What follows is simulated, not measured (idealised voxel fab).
process module | voxel transistor to metal
Each square cell in cross-section cut measures 5 nm, and the section as a whole is 215 nm wide.
A cross-section is a grid of square cells, given in bands from the top down. A band is one or more rows of cells.
A band entry consists of two parts. The first gives the height of the band's top and the height of its bottom, in nm. The rest lists the band's materials from left to right, each with its width in nm. A single material labelled with the word "full width" fills the band from edge to edge, and the word "air" marks empty space.
Heights are expressed relative to 0, this being the level below which the as-received wafer comprises one material exclusively. The lowest band is unbounded in the downward direction and is denoted as in "0 down".
Width: "30->40" (first number = top row, second number = bottom row, same change from row to row of cells).
The cross-section has no changed cell in any step marked "nothing altered".
If an empty space has no open way to the top and is at least 8 cells in size, "Cavities, closed" lists it, written width x height at distance, where distance is measured from the left edge and every value is in nm.
Note: text after step settings on the step line = simulator remark on that step.
The "overlay nm" setting may appear on a step's line; for a step that uses a mask, it gives how far to the right of its planned position the mask lay, and a negative value indicates the left.
[Intended process steps]
1. RECEIVE (material Si)
2. CONFORMAL_DEP (material SiO2; thk nm 5)
3. CONFORMAL_DEP (material SiN; thk nm 15)
4. DIRECTIONAL_DEP (material aC; thk nm 15)
5. PATTERN (tone cover; mask id ACTIVE; material resist; width nm 120; thk nm 35; overlay nm 0)
6. DIRECTIONAL_ETCH (etch materials aC; depth nm 5)
7. STRIP (etch materials resist)
8. DIRECTIONAL_ETCH (etch materials SiN; depth nm 15)
9. DIRECTIONAL_ETCH (etch materials SiO2; depth nm 5)
10. DIRECTIONAL_ETCH (etch materials Si; depth nm 20)
11. STRIP (etch materials aC)
12. OXIDIZE (depth nm 5)
13. FILL_DEP (material SiO2; thk nm 15)
14. CMP (height nm 20)
15. SELECTIVE_ETCH (etch materials SiO2; depth nm 10)
16. STRIP (etch materials SiN)
17. SELECTIVE_ETCH (etch materials SiO2; depth nm 5)
18. OXIDIZE (depth nm 5)
19. DIRECTIONAL_DEP (material polySi; thk nm 25)
20. DIRECTIONAL_DEP (material SiCN; thk nm 10)
21. MASKED_ETCH (tone cover; mask id GATE; width nm 30; etch materials SiCN; depth nm 20; overlay nm 0)
22. MASKED_ETCH (tone cover; mask id GATE; width nm 30; etch materials polySi; depth nm 35; overlay nm 0)
23. CONFORMAL_DEP (material SiO2; thk nm 5)
24. DIRECTIONAL_ETCH (etch materials SiO2; depth nm 5)
25. CONFORMAL_DEP (material SiN; thk nm 10)
26. DIRECTIONAL_ETCH (etch materials SiN; depth nm 10)
27. DIRECTIONAL_ETCH (etch materials SiO2; depth nm 5)
28. EPI (material nSi; thk nm 5)
29. FILL_DEP (material SiO2; thk nm 10)
30. CMP (height nm 25)
31. STRIP (etch materials polySi)
32. SELECTIVE_ETCH (etch materials SiO2; depth nm 5)
33. CONFORMAL_DEP (material HfO2; thk nm 5)
34. CONFORMAL_DEP (material TiN; thk nm 5)
35. FILL_DEP (material W; thk nm 10)
36. CMP (height nm 20)
37. DIRECTIONAL_DEP (material SiO2; thk nm 10)
38. PATTERN (tone open; mask id CONTACT; material resist; width nm 20; pitch nm 90; thk nm 20; overlay nm 0)
39. DIRECTIONAL_ETCH (etch materials SiO2; depth nm 30)
40. STRIP (etch materials resist)
41. CONFORMAL_DEP (material TiN; thk nm 5)
42. FILL_DEP (material Ru; thk nm 5)
43. CMP (height nm 30)
44. DIRECTIONAL_DEP (material TiN; thk nm 5)
45. DIRECTIONAL_DEP (material Ru; thk nm 15)
46. PATTERN (tone cover; mask id METAL_1; material resist; width nm 20; pitch nm 90; thk nm 20; overlay nm 0)
47. DIRECTIONAL_ETCH (etch materials Ru; depth nm 15)
48. DIRECTIONAL_ETCH (etch materials TiN; depth nm 5)
49. STRIP (etch materials resist)
50. CONFORMAL_DEP (material SiCN; thk nm 5)
51. FILL_DEP (material SiO2; thk nm 5)
52. CMP (height nm 50)
53. CONFORMAL_DEP (material SiN; thk nm 5)
Variable across wafers: step 6 depth nm (plan value is that of the first wafer; starting state common to all).
[The first of several wafers as received, shown in cross-section; this is its state after step 1]
- 0 down  Si full width
- Cavities, closed: none
[Note: the following table is arranged by wafer, a row apiece. Each row reports the end-of-module state: per material, cells gained (+) or cells lost (-) compared with the wafer as received; closed voids follow]
depth nm 5 | +16 HfO2 | +44 Ru | -43 Si | +47 SiCN | +59 SiN | +259 SiO2 | +48 TiN | +12 W | +31 nSi | Cavities, closed: none
depth nm 10 | +16 HfO2 | +44 Ru | -43 Si | +47 SiCN | +59 SiN | +259 SiO2 | +48 TiN | +12 W | +31 nSi | Cavities, closed: none
depth nm 15 | +16 HfO2 | +42 Ru | -127 Si | +47 SiCN | +63 SiN | +364 SiO2 | +48 TiN | +12 W | +8 nSi | Cavities, closed: none
depth nm 20 | +16 HfO2 | +42 Ru | -127 Si | +47 SiCN | +63 SiN | +364 SiO2 | +48 TiN | +12 W | +8 nSi | Cavities, closed: none
depth nm 25 | +16 HfO2 | +42 Ru | -127 Si | +47 SiCN | +63 SiN | +364 SiO2 | +48 TiN | +12 W | +8 nSi | Cavities, closed: none
depth nm 30 | +16 HfO2 | +42 Ru | -127 Si | +47 SiCN | +63 SiN | +364 SiO2 | +48 TiN | +12 W | +8 nSi | Cavities, closed: none
